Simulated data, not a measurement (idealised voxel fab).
This is a process module. Its name is voxel self aligned vias.
This is section cut - it's 220 nm across, gridded in 5 nm square cells.
Cross-section = grid of square cells, listed top down in bands; band = one or more rows.
Top height, bottom height, nm. Materials left to right, width each, nm. Single material + "full width" = fills band edge to edge. "blank" = empty.
The reference from which all heights are counted is 0, the level beneath which the as-received wafer is entirely one material; the lowest band, having no lower bound, proceeds downward and is written after the example "0 -> down".
The expression "30->40" gives the width at the extremes of the band, the first number at its top row of cells and the second at its bottom row, with the width changing by equal amounts from each row to the next in between.
Where the words "nothing got changed" appear for a step, the cross-section shows no cell changed by that step; every cell remained as before.
"Closed-off voids" lists enclosed empty spaces (at least 8 cells, no open path upward to the top), each as width x height at distance from the left edge, in nm.
Past the settings on a step's line: simulator remark, on that step.
overlay nm: mask offset rightward from planned place, masked step; negative means leftward offset.
Steps planned for the process
1) RECEIVE,material Si
2) CONFORMAL_DEP,material SiO2,thk nm 15
3) CONFORMAL_DEP,material SiCN,thk nm 5
4) DIRECTIONAL_DEP,material lowk,thk nm 20
5) DIRECTIONAL_DEP,material aC,thk nm 10
6) PATTERN,tone open,mask id LINES,material resist,width nm 20,pitch nm 50,thk nm 25,overlay nm 0
7) DIRECTIONAL_ETCH,etch materials aC,depth nm 10
8) STRIP,etch materials resist
9) DIRECTIONAL_ETCH,etch materials lowk,depth nm 20
10) STRIP,etch materials aC
11) CONFORMAL_DEP,material TiN,thk nm 5
12) FILL_DEP,material W,thk nm 10
13) CMP,height nm 40
14) SELECTIVE_ETCH,etch materials W Ru TiN,depth nm 10
15) FILL_DEP,material SiN,thk nm 5
16) CMP,height nm 30
17) DIRECTIONAL_DEP,material lowk,thk nm 15
18) PATTERN,tone open,mask id VIAS,material resist,width nm 30,pitch nm 50,thk nm 15,overlay nm 0
19) DIRECTIONAL_ETCH,etch materials lowk,depth nm 15
20) DIRECTIONAL_ETCH,etch materials SiN,depth nm 10
21) STRIP,etch materials resist
22) CONFORMAL_DEP,material TiN,thk nm 5
23) FILL_DEP,material W,thk nm 10
24) CMP,height nm 55
25) CONFORMAL_DEP,material SiCN,thk nm 5
The plan shows the height nm of step 16 as the first wafer had it; this setting differs between the wafers, which start out alike.
Cut through the first of several wafers as received, post step 1
> 0 -> down = Si full width
> Closed-off voids: none
Quick key for the table: a row per wafer, taken at the end of the module. For each material it tells you how many cells the wafer gained (+) or lost (-) since it came in, and the closed voids come after
height nm 30; +88 SiCN; +132 SiO2; +80 TiN; +86 W; +142 lowk; Closed-off voids: none
height nm 35; +88 SiCN; +132 SiO2; +86 TiN; +48 W; +174 lowk; Closed-off voids: none
height nm 40; +88 SiCN; +132 SiO2; +60 TiN; +42 W; +206 lowk; Closed-off voids: none
height nm 45; +88 SiCN; +38 SiN; +132 SiO2; +54 TiN; +36 W; +180 lowk; Closed-off voids: none
